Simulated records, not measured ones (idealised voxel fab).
process module | voxel gate over fins
cross-section cut | 195 nm wide | cells 5 nm
A cross-section is a grid of square cells, given in bands from the top down. A band is one or more rows of cells.
Each band's line starts with the height of the band's top and of its bottom, in nm. Then come its materials from left to right, each with its width in nm. One material with "throughout" fills the band from edge to edge. "air" is empty space.
Height 0 is the level under which the wafer as received is all one material. The lowest band goes on downwards, as in "0 down".
A width such as "30 to 40" changes by the same amount from each row of cells to the next, from the band's top row to its bottom row.
"no change" after a step means that no cell of the cross-section changed.
closed voids: empty space of 8 cells or more with no open way to the top, each as width x height at its distance from the left edge, in nm
after a step's settings: what the simulator itself notes on the step
overlay nm, on a step with a mask: how far to the right of its planned place the mask lay; to the left if negative
plan
1 op RECEIVE | material Si
2 op CONFORMAL_DEP | material SiN | thk nm 5
3 op PATTERN | tone cover | mask id FINS | material resist | width nm 15 | pitch nm 45 | thk nm 20 | overlay nm 0
4 op DIRECTIONAL_ETCH | etch materials SiN | depth nm 5
5 op DIRECTIONAL_ETCH | etch materials Si | depth nm 30
6 op STRIP | etch materials resist
7 op OXIDIZE | depth nm 5
8 op FILL_DEP | material SiO2 | thk nm 5
9 op CMP | height nm 5
10 op SELECTIVE_ETCH | etch materials SiO2 | depth nm 20
11 op STRIP | etch materials SiN
12 op CONFORMAL_DEP | material HfO2 | thk nm 5
13 op CONFORMAL_DEP | material TiN | thk nm 5
14 op FILL_DEP | material W | thk nm 10
15 op CMP | height nm 15
16 op CONFORMAL_DEP | material SiN | thk nm 10
first wafer, as planned
as received, after step 1
  0 down: Si throughout
  closed voids: none
after step 2
  5 to 0: SiN throughout
  below 0: unchanged
after step 3
  25 to 5: air 20 | resist 15 | air 30 | resist 15 | air 30 | resist 15 | air 30 | resist 15 | air 25
  below 5: unchanged
after step 4
  25 to 5: air 20 | resist 15 | air 30 | resist 15 | air 30 | resist 15 | air 30 | resist 15 | air 25
  5 to 0: air 20 | SiN 15 | air 30 | SiN 15 | air 30 | SiN 15 | air 30 | SiN 15 | air 25
  below 0: unchanged
after step 5
  25 to 5: air 20 | resist 15 | air 30 | resist 15 | air 30 | resist 15 | air 30 | resist 15 | air 25
  5 to 0: air 20 | SiN 15 | air 30 | SiN 15 | air 30 | SiN 15 | air 30 | SiN 15 | air 25
  0 to -30: air 20 | Si 15 | air 30 | Si 15 | air 30 | Si 15 | air 30 | Si 15 | air 25
  below -30: unchanged
after step 6
  5 to 0: air 20 | SiN 15 | air 30 | SiN 15 | air 30 | SiN 15 | air 30 | SiN 15 | air 25
  below 0: unchanged
after step 7
  5 to 0: air 20 | SiN 15 | air 30 | SiN 15 | air 30 | SiN 15 | air 30 | SiN 15 | air 25
  0 to -30: air 20 | SiO2 5 | Si 5 | SiO2 5 | air 30 | SiO2 5 | Si 5 | SiO2 5 | air 30 | SiO2 5 | Si 5 | SiO2 5 | air 30 | SiO2 5 | Si 5 | SiO2 5 | air 25
  -30 to -35: SiO2 25 | Si 5 | SiO2 40 | Si 5 | SiO2 40 | Si 5 | SiO2 40 | Si 5 | SiO2 30
  below -35: unchanged
after step 8
  10 to 5: SiO2 throughout
  5 to 0: SiO2 20 | SiN 15 | SiO2 30 | SiN 15 | SiO2 30 | SiN 15 | SiO2 30 | SiN 15 | SiO2 25
  0 to -35: SiO2 25 | Si 5 | SiO2 40 | Si 5 | SiO2 40 | Si 5 | SiO2 40 | Si 5 | SiO2 30
  below -35: unchanged
after step 9
  5 to 0: SiO2 20 | SiN 15 | SiO2 30 | SiN 15 | SiO2 30 | SiN 15 | SiO2 30 | SiN 15 | SiO2 25
  below 0: unchanged
after step 10
  5 to 0: air 20 | SiN 15 | air 30 | SiN 15 | air 30 | SiN 15 | air 30 | SiN 15 | air 25
  0 to -15: air 25 | Si 5 | air 40 | Si 5 | air 40 | Si 5 | air 40 | Si 5 | air 30
  below -15: unchanged
after step 11
  0 to -15: air 25 | Si 5 | air 40 | Si 5 | air 40 | Si 5 | air 40 | Si 5 | air 30
  below -15: unchanged
after step 12
  5 to 0: air 20 | HfO2 15 | air 30 | HfO2 15 | air 30 | HfO2 15 | air 30 | HfO2 15 | air 25
  0 to -10: air 20 | HfO2 5 | Si 5 | HfO2 5 | air 30 | HfO2 5 | Si 5 | HfO2 5 | air 30 | HfO2 5 | Si 5 | HfO2 5 | air 30 | HfO2 5 | Si 5 | HfO2 5 | air 25
  -10 to -15: HfO2 25 | Si 5 | HfO2 40 | Si 5 | HfO2 40 | Si 5 | HfO2 40 | Si 5 | HfO2 30
  below -15: unchanged
after step 13
  10 to 5: air 15 | TiN 25 | air 20 | TiN 25 | air 20 | TiN 25 | air 20 | TiN 25 | air 20
  5 to 0: air 15 | TiN 5 | HfO2 15 | TiN 5 | air 20 | TiN 5 | HfO2 15 | TiN 5 | air 20 | TiN 5 | HfO2 15 | TiN 5 | air 20 | TiN 5 | HfO2 15 | TiN 5 | air 20
  0 to -5: air 15 | TiN 5 | HfO2 5 | Si 5 | HfO2 5 | TiN 5 | air 20 | TiN 5 | HfO2 5 | Si 5 | HfO2 5 | TiN 5 | air 20 | TiN 5 | HfO2 5 | Si 5 | HfO2 5 | TiN 5 | air 20 | TiN 5 | HfO2 5 | Si 5 | HfO2 5 | TiN 5 | air 20
  -5 to -10: TiN 20 | HfO2 5 | Si 5 | HfO2 5 | TiN 30 | HfO2 5 | Si 5 | HfO2 5 | TiN 30 | HfO2 5 | Si 5 | HfO2 5 | TiN 30 | HfO2 5 | Si 5 | HfO2 5 | TiN 25
  below -10: unchanged
after step 14
  20 to 10: W throughout
  10 to 5: W 15 | TiN 25 | W 20 | TiN 25 | W 20 | TiN 25 | W 20 | TiN 25 | W 20
  5 to 0: W 15 | TiN 5 | HfO2 15 | TiN 5 | W 20 | TiN 5 | HfO2 15 | TiN 5 | W 20 | TiN 5 | HfO2 15 | TiN 5 | W 20 | TiN 5 | HfO2 15 | TiN 5 | W 20
  0 to -5: W 15 | TiN 5 | HfO2 5 | Si 5 | HfO2 5 | TiN 5 | W 20 | TiN 5 | HfO2 5 | Si 5 | HfO2 5 | TiN 5 | W 20 | TiN 5 | HfO2 5 | Si 5 | HfO2 5 | TiN 5 | W 20 | TiN 5 | HfO2 5 | Si 5 | HfO2 5 | TiN 5 | W 20
  below -5: unchanged
after step 15
  15 to 10: W throughout
  below 10: unchanged
after step 16
  25 to 15: SiN throughout
  below 15: unchanged
second wafer: like start, like plan, one mistake. Through step 9 it matches the first wafer
when step 10 should have ended
  5 to 0: SiO2 20 | air 15 | SiO2 30 | air 15 | SiO2 30 | air 15 | SiO2 30 | air 15 | SiO2 25
  below 0: unchanged
when step 11 should have ended
  0 to -15: air 25 | Si 5 | air 40 | Si 5 | air 40 | Si 5 | air 40 | Si 5 | air 30
  -15 to -20: air 25 | Si 5 | air 40 | Si 5 | air 40 | Si 5 | air 40 | Si 5 | air 25 | SiO2 5
  below -20: unchanged
when step 12 should have ended
  5 to 0: air 20 | HfO2 15 | air 30 | HfO2 15 | air 30 | HfO2 15 | air 30 | HfO2 15 | air 25
  0 to -10: air 20 | HfO2 5 | Si 5 | HfO2 5 | air 30 | HfO2 5 | Si 5 | HfO2 5 | air 30 | HfO2 5 | Si 5 | HfO2 5 | air 30 | HfO2 5 | Si 5 | HfO2 5 | air 25
  -10 to -15: air 20 | HfO2 5 | Si 5 | HfO2 5 | air 30 | HfO2 5 | Si 5 | HfO2 5 | air 30 | HfO2 5 | Si 5 | HfO2 5 | air 30 | HfO2 5 | Si 5 | HfO2 5 | air 15 | HfO2 10
  -15 to -20: HfO2 25 | Si 5 | HfO2 40 | Si 5 | HfO2 40 | Si 5 | HfO2 40 | Si 5 | HfO2 25 | SiO2 5
  below -20: unchanged
when step 13 should have ended
  10 to 5: air 15 | TiN 25 | air 20 | TiN 25 | air 20 | TiN 25 | air 20 | TiN 25 | air 20
  5 to 0: air 15 | TiN 5 | HfO2 15 | TiN 5 | air 20 | TiN 5 | HfO2 15 | TiN 5 | air 20 | TiN 5 | HfO2 15 | TiN 5 | air 20 | TiN 5 | HfO2 15 | TiN 5 | air 20
  0 to -5: air 15 | TiN 5 | HfO2 5 | Si 5 | HfO2 5 | TiN 5 | air 20 | TiN 5 | HfO2 5 | Si 5 | HfO2 5 | TiN 5 | air 20 | TiN 5 | HfO2 5 | Si 5 | HfO2 5 | TiN 5 | air 20 | TiN 5 | HfO2 5 | Si 5 | HfO2 5 | TiN 5 | air 20
  -5 to -10: air 15 | TiN 5 | HfO2 5 | Si 5 | HfO2 5 | TiN 5 | air 20 | TiN 5 | HfO2 5 | Si 5 | HfO2 5 | TiN 5 | air 20 | TiN 5 | HfO2 5 | Si 5 | HfO2 5 | TiN 5 | air 20 | TiN 5 | HfO2 5 | Si 5 | HfO2 5 | TiN 5 | air 5 | TiN 15
  -10 to -15: TiN 20 | HfO2 5 | Si 5 | HfO2 5 | TiN 30 | HfO2 5 | Si 5 | HfO2 5 | TiN 30 | HfO2 5 | Si 5 | HfO2 5 | TiN 30 | HfO2 5 | Si 5 | HfO2 5 | TiN 15 | HfO2 10
  below -15: unchanged
when step 14 should have ended
  20 to 10: W throughout
  10 to 5: W 15 | TiN 25 | W 20 | TiN 25 | W 20 | TiN 25 | W 20 | TiN 25 | W 20
  5 to 0: W 15 | TiN 5 | HfO2 15 | TiN 5 | W 20 | TiN 5 | HfO2 15 | TiN 5 | W 20 | TiN 5 | HfO2 15 | TiN 5 | W 20 | TiN 5 | HfO2 15 | TiN 5 | W 20
  0 to -5: W 15 | TiN 5 | HfO2 5 | Si 5 | HfO2 5 | TiN 5 | W 20 | TiN 5 | HfO2 5 | Si 5 | HfO2 5 | TiN 5 | W 20 | TiN 5 | HfO2 5 | Si 5 | HfO2 5 | TiN 5 | W 20 | TiN 5 | HfO2 5 | Si 5 | HfO2 5 | TiN 5 | W 20
  -5 to -10: W 15 | TiN 5 | HfO2 5 | Si 5 | HfO2 5 | TiN 5 | W 20 | TiN 5 | HfO2 5 | Si 5 | HfO2 5 | TiN 5 | W 20 | TiN 5 | HfO2 5 | Si 5 | HfO2 5 | TiN 5 | W 20 | TiN 5 | HfO2 5 | Si 5 | HfO2 5 | TiN 5 | W 5 | TiN 15
  below -10: unchanged
when step 15 should have ended
  15 to 10: W throughout
  below 10: unchanged
when step 16 should have ended
  25 to 15: SiN throughout
  below 15: unchanged
what went wrong: steps 10 and 11 were swapped
at the end the second wafer has, in cells: 9 more of HfO2 | 34 fewer of SiO2 | 9 more of TiN | 16 more of W
